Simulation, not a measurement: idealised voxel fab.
process module | voxel ribs on slabs
cross-section cut | 155 nm wide | cells 5 nm
A cross-section is a grid of square cells, given in bands from the top down. A band is one or more rows of cells.
Each band's line starts with the height of the band's top and of its bottom, in nm. Then come its materials from left to right, each with its width in nm. One material with "throughout" fills the band from edge to edge. "air" is empty space.
Height 0 is the level under which the wafer as received is all one material. The lowest band goes on downwards, as in "0 down".
A width such as "30 to 40" changes by the same amount from each row of cells to the next, from the band's top row to its bottom row.
"no change" after a step means that no cell of the cross-section changed.
closed voids: empty space of 8 cells or more with no open way to the top, each as width x height at its distance from the left edge, in nm
after a step's settings: what the simulator itself notes on the step
overlay nm, on a step with a mask: how far to the right of its planned place the mask lay; to the left if negative
plan
1 op RECEIVE | material Si
2 op DIRECTIONAL_DEP | material SiO2 | thk nm 20
3 op DIRECTIONAL_DEP | material polySi | thk nm 25
4 op PATTERN | tone cover | mask id RIB | material resist | width nm 25 | thk nm 15 | overlay nm 0
5 op DIRECTIONAL_ETCH | etch materials polySi | depth nm 5
6 op STRIP | etch materials resist
7 op MASKED_ETCH | tone cover | mask id SLAB | width nm 85 | etch materials polySi | depth nm 20 | overlay nm 0
8 op FILL_DEP | material SiO2 | thk nm 30
9 op CMP | height nm 65
10 op DIRECTIONAL_DEP | material TiN | thk nm 10
11 op DIRECTIONAL_DEP | material aC | thk nm 10
12 op PATTERN | tone cover | mask id HEATER | material resist | width nm 35 | thk nm 30 | overlay nm 0
13 op DIRECTIONAL_ETCH | etch materials aC | depth nm 10
14 op STRIP | etch materials resist
15 op DIRECTIONAL_ETCH | etch materials TiN | depth nm 10
16 op STRIP | etch materials aC
17 op CONFORMAL_DEP | material SiN | thk nm 10
first wafer, as planned
as received, after step 1
  0 down: Si throughout
  closed voids: none
after step 2
  20 to 0: SiO2 throughout
  below 0: unchanged
after step 3
  45 to 20: polySi throughout
  below 20: unchanged
after step 4
  60 to 45: air 65 | resist 25 | air 65
  below 45: unchanged
after step 5
  60 to 45: air 65 | resist 25 | air 65
  45 to 40: air 65 | polySi 25 | air 65
  below 40: unchanged
after step 6
  45 to 40: air 65 | polySi 25 | air 65
  below 40: unchanged
after step 7
  45 to 40: air 65 | polySi 25 | air 65
  40 to 20: air 35 | polySi 85 | air 35
  below 20: unchanged
after step 8
  75 to 45: SiO2 throughout
  45 to 40: SiO2 65 | polySi 25 | SiO2 65
  40 to 20: SiO2 35 | polySi 85 | SiO2 35
  below 20: unchanged
after step 9
  65 to 45: SiO2 throughout
  below 45: unchanged
after step 10
  75 to 65: TiN throughout
  below 65: unchanged
after step 11
  85 to 75: aC throughout
  below 75: unchanged
after step 12
  115 to 85: air 60 | resist 35 | air 60
  below 85: unchanged
after step 13
  105 to 85: air 60 | resist 35 | air 60
  85 to 75: air 60 | aC 35 | air 60
  below 75: unchanged
after step 14
  85 to 75: air 60 | aC 35 | air 60
  below 75: unchanged
after step 15
  85 to 75: air 60 | aC 35 | air 60
  75 to 65: air 60 | TiN 35 | air 60
  below 65: unchanged
after step 16
  75 to 65: air 60 | TiN 35 | air 60
  below 65: unchanged
after step 17
  85 to 75: air 50 | SiN 55 | air 50
  75 to 65: SiN 60 | TiN 35 | SiN 60
  below 65: unchanged
second wafer: like start, like plan, one mistake. Through step 4 it matches the first wafer
when step 5 should have ended
  60 to 45: air 65 | resist 25 | air 65
  45 to 30: air 65 | polySi 25 | air 65
  below 30: unchanged
when step 6 should have ended
  45 to 30: air 65 | polySi 25 | air 65
  below 30: unchanged
when step 7 should have ended
  45 to 30: air 65 | polySi 25 | air 65
  30 to 20: air 35 | polySi 85 | air 35
  below 20: unchanged
when step 8 should have ended
  75 to 45: SiO2 throughout
  45 to 30: SiO2 65 | polySi 25 | SiO2 65
  30 to 20: SiO2 35 | polySi 85 | SiO2 35
  below 20: unchanged
when step 9 should have ended
  65 to 45: SiO2 throughout
  below 45: unchanged
when step 10 should have ended
  75 to 65: TiN throughout
  below 65: unchanged
when step 11 should have ended
  85 to 75: aC throughout
  below 75: unchanged
when step 12 should have ended
  115 to 85: air 60 | resist 35 | air 60
  below 85: unchanged
when step 13 should have ended
  105 to 85: air 60 | resist 35 | air 60
  85 to 75: air 60 | aC 35 | air 60
  below 75: unchanged
when step 14 should have ended
  85 to 75: air 60 | aC 35 | air 60
  below 75: unchanged
when step 15 should have ended
  85 to 75: air 60 | aC 35 | air 60
  75 to 65: air 60 | TiN 35 | air 60
  below 65: unchanged
when step 16 should have ended
  75 to 65: air 60 | TiN 35 | air 60
  below 65: unchanged
when step 17 should have ended
  85 to 75: air 50 | SiN 55 | air 50
  75 to 65: SiN 60 | TiN 35 | SiN 60
  below 65: unchanged
what went wrong: step 5 ran as: op DIRECTIONAL_ETCH | etch materials polySi | depth nm 15
at the end the second wafer has, in cells: 24 more of SiO2 | 24 fewer of polySi
